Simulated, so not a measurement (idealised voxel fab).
process module | voxel plated lines
This is section cut - it's 260 nm across, gridded in 5 nm square cells.
If you're reading a cross-section in this doc, picture square cells in a grid; it comes to you as bands, top ones listed first down to the bottom, and a band can be one or more rows of cells.
Basically the band line says how high the top is and how high the bottom is, in nm, and then what's in it from left to right, every material with its width in nm. Empty space shows up as "air", and if a single material carries "full width" it runs the full band edge to edge.
Where do heights start? At 0: under that level the wafer as delivered is made of one material only. And the lowest band has no floor; it just carries on downward, as in "0 -> down".
Width "30->40": first value at the band's top row of cells, second value at its bottom row, equal change from row to row.
Given "nothing changed" for a step, no cell of the cross-section differs between before and after that step.
If an empty space has no open way to the top and is at least 8 cells in size, "Sealed cavities" lists it, written width x height at distance, where distance is measured from the left edge and every value is in nm.
It should be noted that, on the line of a given step, the content following the step's settings is a remark produced by the simulator itself with respect to that step.
overlay nm: step with mask; distance mask lay right of planned place; negative value = left of planned place.

-- Steps planned for the process
1 op RECEIVE | material Si
2 op CONFORMAL_DEP | material SiO2 | thk nm 15
3 op DIRECTIONAL_DEP | material TiN | thk nm 5
4 op PATTERN | tone open | mask id LINES | material resist | width nm 20 | pitch nm 35 | thk nm 40 | overlay nm 0
5 op EPI | material Ru | thk nm 10
6 op EPI | material Ru | thk nm 5
7 op EPI | material Ru | thk nm 10
8 op STRIP | etch materials resist
9 op DIRECTIONAL_ETCH | etch materials TiN | depth nm 5
10 op CONFORMAL_DEP | material SiN | thk nm 10

-- Cross-section of the wafer at receipt, which is the condition after step 1
0 -> down | Si full width
Sealed cavities: none

-- Here's the cross-section of the first of our two wafers at the end of the module - it ran as planned
55 -> 45 | air: 55; SiN: 145; air: 60
45 -> 25 | air: 55; SiN: 10; Ru: 20; SiN: 15; Ru: 20; SiN: 15; Ru: 20; SiN: 15; Ru: 20; SiN: 10; air: 60
25 -> 20 | SiN: 65; Ru: 20; SiN: 15; Ru: 20; SiN: 15; Ru: 20; SiN: 15; Ru: 20; SiN: 70
20 -> 15 | SiN: 65; TiN: 20; SiN: 15; TiN: 20; SiN: 15; TiN: 20; SiN: 15; TiN: 20; SiN: 70
15 -> 0 | SiO2 full width
0 -> down | Si full width
Sealed cavities: none

-- Wafer two (of two), end-of-module cross-section: start = wafer one, plan = wafer one, one run mistake
70 -> 60 | air: 55; SiN: 145; air: 60
60 -> 40 | air: 55; SiN: 10; Ru: 20; SiN: 15; Ru: 20; SiN: 15; Ru: 20; SiN: 15; Ru: 20; SiN: 10; air: 60
40 -> 35 | SiN: 65; Ru: 20; SiN: 15; Ru: 20; SiN: 15; Ru: 20; SiN: 15; Ru: 20; SiN: 70
35 -> 30 | SiN: 65; TiN: 20; SiN: 15; TiN: 20; SiN: 15; TiN: 20; SiN: 15; TiN: 20; SiN: 70
30 -> 0 | SiO2 full width
0 -> down | Si full width
Sealed cavities: none
Error vs. plan: twice over, step 2 of the plan was run
Bottom line after processing is that, in cells, the second wafer is up or down on some materials versus the first: SiO2: 156 more
